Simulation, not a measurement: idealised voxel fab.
The following process module bears the name voxel quadruple lines.
Each square cell in cross-section cut measures 5 nm, and the section as a whole is 245 nm wide.
In this document a cross-section is written as a grid of square cells. It is given as a series of bands, listed from the top down, and a band is one or more rows of cells.
It is stipulated that each band's entry specify, in nanometres, the height of the top of the band and then that of its bottom, followed by the materials of the band in left-to-right sequence, each together with its width in nanometres. A single material marked by the word "everywhere" is understood to fill the band from edge to edge; the word "air" is understood to denote empty space.
Heights are measured from 0, the level below which the as-received wafer is all one material; the lowest band has no bottom and continues downward, written as in "0..down".
Graded width ("30 to 40"): value in top row of band = first number; value in bottom row = second number; row-to-row change constant.
It should be understood that the words "nothing different", when stated for a given step, signify that the cross-section underwent no change in any of its cells during that step.
Look at "Sealed-off cavities" for the closed voids: empty spaces with no open path to the top, sized 8 cells or up. Each is width x height at distance, distance from the left edge, all nm.
Whatever follows a step's settings on its line is a remark the simulator itself makes about that step.
overlay nm: for a step with a mask, the amount by which the mask lay right of where it was planned; a negative amount means left of it.
# Set out below are the planned steps of the process
1: op RECEIVE | material Si
2: op CONFORMAL_DEP | material Al2O3 | thk nm 5
3: op DIRECTIONAL_DEP | material W | thk nm 10
4: op DIRECTIONAL_DEP | material polySi | thk nm 20
5: op DIRECTIONAL_DEP | material aC | thk nm 20
6: op PATTERN | tone cover | mask id MANDREL | material resist | width nm 35 | pitch nm 100 | thk nm 25 | overlay nm 0
7: op DIRECTIONAL_ETCH | etch materials aC | depth nm 20
8: op STRIP | etch materials resist
9: op CONFORMAL_DEP | material SiO2 | thk nm 15
10: op DIRECTIONAL_ETCH | etch materials SiO2 | depth nm 15
11: op STRIP | etch materials aC
12: op DIRECTIONAL_ETCH | etch materials polySi | depth nm 20
13: op STRIP | etch materials SiO2
14: op CONFORMAL_DEP | material SiN | thk nm 10
15: op DIRECTIONAL_ETCH | etch materials SiN | depth nm 10
16: op STRIP | etch materials polySi
17: op DIRECTIONAL_ETCH | etch materials W | depth nm 10
18: op STRIP | etch materials SiN
# As-received state of the wafer in cross-section, equivalent to post-step 1
> 0..down | Si everywhere
> Sealed-off cavities: none
# First of two wafers, end-of-module section, run followed plan
> 15..5 | air=30 | W=10 | air=15 | W=10 | air=15 | W=10 | air=15 | W=10 | air=15 | W=10 | air=15 | W=10 | air=15 | W=10 | air=15 | W=10 | air=30
> 5..0 | Al2O3 everywhere
> 0..down | Si everywhere
> Sealed-off cavities: none
# Second of two wafers, module complete, sectioned: it shares the first wafer's start and plan but was run with one mistake
> 15..5 | air=35 | W=10 | air=10 | W=10 | air=15 | W=10 | air=10 | W=10 | air=25 | W=10 | air=10 | W=10 | air=15 | W=10 | air=10 | W=10 | air=35
> 5..0 | Al2O3 everywhere
> 0..down | Si everywhere
> Sealed-off cavities: none
What was done differently from what was planned? step 9, actual vs plan mismatch, actual run op CONFORMAL_DEP | material SiO2 | thk nm 10
At the end, each material covers as many cells on the second wafer as it does on the first, though the cells it covers are elsewhere.
